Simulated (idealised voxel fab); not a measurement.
Documented hereafter: the process module known as voxel wiring stack.
The figure presents cross-section cut, which has a width of 210 nm and is divided into square cells with an edge length of 5 nm.
Each cross-section below is a grid of square cells, stated as bands in top-down order, with one or more rows of cells making up each band.
The entry gives the band's vertical extent as a top height and a bottom height in nm, then its horizontal make-up as materials from left to right, each with a width in nm. "empty" stands for empty space; a single material marked "full width" fills the band edge to edge.
Note: height 0 marks the level under which the wafer is uniformly one material as received. Lowest band unbounded below, written "top 0, no bottom".
Per-row width for "30..40": begins at first number (top row of band), ends at second number (bottom row), increment between rows held constant.
Key: "no alteration" - step with no changed cell in the cross-section.
What "Fully closed voids" gives you is every empty space of 8 cells or more that is cut off from the top. Each appears as width x height at distance, with the distance taken from the left edge and width, height and distance all in nm.
Whatever follows a step's settings on its line is a remark the simulator itself makes about that step.
"overlay nm" answers the question of how far to the right of plan the mask lay on a step that has a mask, and when it is negative the answer is to the left.

Set out below are the planned steps of the process:
1. op RECEIVE | material Si
2. op CONFORMAL_DEP | material SiO2 | thk nm 15
3. op DIRECTIONAL_DEP | material TiN | thk nm 5
4. op DIRECTIONAL_DEP | material Ru | thk nm 25
5. op DIRECTIONAL_DEP | material aC | thk nm 15
6. op PATTERN | tone cover | mask id METAL_1 | material resist | width nm 30 | pitch nm 55 | thk nm 35 | overlay nm 0
7. op DIRECTIONAL_ETCH | etch materials aC | depth nm 15
8. op STRIP | etch materials resist
9. op DIRECTIONAL_ETCH | etch materials Ru | depth nm 25
10. op DIRECTIONAL_ETCH | etch materials TiN | depth nm 5
11. op STRIP | etch materials aC
12. op CONFORMAL_DEP | material SiN | thk nm 5
13. op FILL_DEP | material SiO2 | thk nm 5
14. op CMP | height nm 45
15. op CONFORMAL_DEP | material SiCN | thk nm 5
16. op DIRECTIONAL_DEP | material SiO2 | thk nm 35
17. op MASKED_ETCH | tone open | mask id METAL_2_HOLES | width nm 15 | pitch nm 55 | etch materials SiO2 | depth nm 35 | overlay nm 0
18. op MASKED_ETCH | tone open | mask id METAL_2 | width nm 30 | pitch nm 55 | etch materials SiO2 | depth nm 20 | overlay nm 0
19. op MASKED_ETCH | tone open | mask id METAL_2 | width nm 30 | pitch nm 55 | etch materials SiCN | depth nm 5 | overlay nm 0
20. op CONFORMAL_DEP | material TiN | thk nm 5
21. op FILL_DEP | material Ru | thk nm 5
22. op CMP | height nm 85
23. op CONFORMAL_DEP | material SiCN | thk nm 5
24. op DIRECTIONAL_DEP | material lowk | thk nm 15
25. op PATTERN | tone open | mask id PLUG_2 | material resist | width nm 15 | thk nm 20 | overlay nm 0
26. op DIRECTIONAL_ETCH | etch materials lowk | depth nm 15
27. op DIRECTIONAL_ETCH | etch materials SiCN | depth nm 5
28. op STRIP | etch materials resist
29. op EPI | material Ru | thk nm 10
30. op EPI | material Ru | thk nm 10
31. op DIRECTIONAL_DEP | material TiN | thk nm 5
32. op DIRECTIONAL_DEP | material Ru | thk nm 15
33. op MASKED_ETCH | tone cover | mask id METAL_3 | width nm 30 | pitch nm 55 | etch materials Ru | depth nm 15 | overlay nm 0
34. op MASKED_ETCH | tone cover | mask id METAL_3 | width nm 30 | pitch nm 55 | etch materials TiN | depth nm 5 | overlay nm 0
35. op CONFORMAL_DEP | material SiN | thk nm 5
36. op FILL_DEP | material SiO2 | thk nm 10
37. op CMP | height nm 125
38. op CONFORMAL_DEP | material SiN | thk nm 5

Cross-section, incoming material, after step 1:
	top 0, no bottom  Si full width
	Fully closed voids: none

First of two wafers: cross-section at end of module, run per plan:
	top 130, bottom 125  SiN full width
	top 125, bottom 110  SiO2: 55, SiN: 5, Ru: 30, SiN: 5, SiO2: 15, SiN: 5, Ru: 30, SiN: 5, SiO2: 60
	top 110, bottom 105  SiN: 60, TiN: 30, SiN: 25, TiN: 30, SiN: 65
	top 105, bottom 90  lowk: 60, Ru: 15, lowk: 135
	top 90, bottom 85  SiCN: 60, Ru: 15, SiCN: 135
	top 85, bottom 70  SiO2: 60, TiN: 5, Ru: 20, TiN: 5, SiO2: 25, TiN: 5, Ru: 20, TiN: 5, SiO2: 65
	top 70, bottom 65  SiO2: 60, TiN: 5, Ru: 5, TiN: 20, SiO2: 25, TiN: 5, Ru: 5, TiN: 20, SiO2: 65
	top 65, bottom 50  SiO2: 60, TiN: 5, Ru: 5, TiN: 5, SiO2: 40, TiN: 5, Ru: 5, TiN: 5, SiO2: 80
	top 50, bottom 45  SiCN: 60, TiN: 15, SiCN: 40, TiN: 15, SiCN: 80
	top 45, bottom 20  SiO2: 55, SiN: 5, Ru: 30, SiN: 5, SiO2: 15, SiN: 5, Ru: 30, SiN: 5, SiO2: 60
	top 20, bottom 15  SiN: 60, TiN: 30, SiN: 25, TiN: 30, SiN: 65
	top 15, bottom 0  SiO2 full width
	top 0, no bottom  Si full width
	Fully closed voids: none

Cross-sectional view: second of two wafers, end of module; start and plan identical to the first, one mistake in running:
	top 130, bottom 125  SiN full width
	top 125, bottom 110  SiO2: 55, SiN: 5, Ru: 30, SiN: 5, SiO2: 15, SiN: 5, Ru: 30, SiN: 5, SiO2: 60
	top 110, bottom 105  SiN: 60, TiN: 30, SiN: 25, TiN: 30, SiN: 65
	top 105, bottom 90  lowk: 60, Ru: 15, lowk: 135
	top 90, bottom 85  SiCN: 60, Ru: 15, SiCN: 135
	top 85, bottom 50  SiO2: 60, TiN: 5, Ru: 20, TiN: 5, SiO2: 25, TiN: 5, Ru: 20, TiN: 5, SiO2: 65
	top 50, bottom 45  SiCN: 60, TiN: 30, SiCN: 25, TiN: 30, SiCN: 65
	top 45, bottom 20  SiO2: 55, SiN: 5, Ru: 30, SiN: 5, SiO2: 15, SiN: 5, Ru: 30, SiN: 5, SiO2: 60
	top 20, bottom 15  SiN: 60, TiN: 30, SiN: 25, TiN: 30, SiN: 65
	top 15, bottom 0  SiO2 full width
	top 0, no bottom  Si full width
	Fully closed voids: none
Misprocessing identified: step 18 of the plan was twice carried out
at the end the second wafer has, in cells: 24 more of Ru; 6 fewer of SiCN; 18 fewer of SiO2
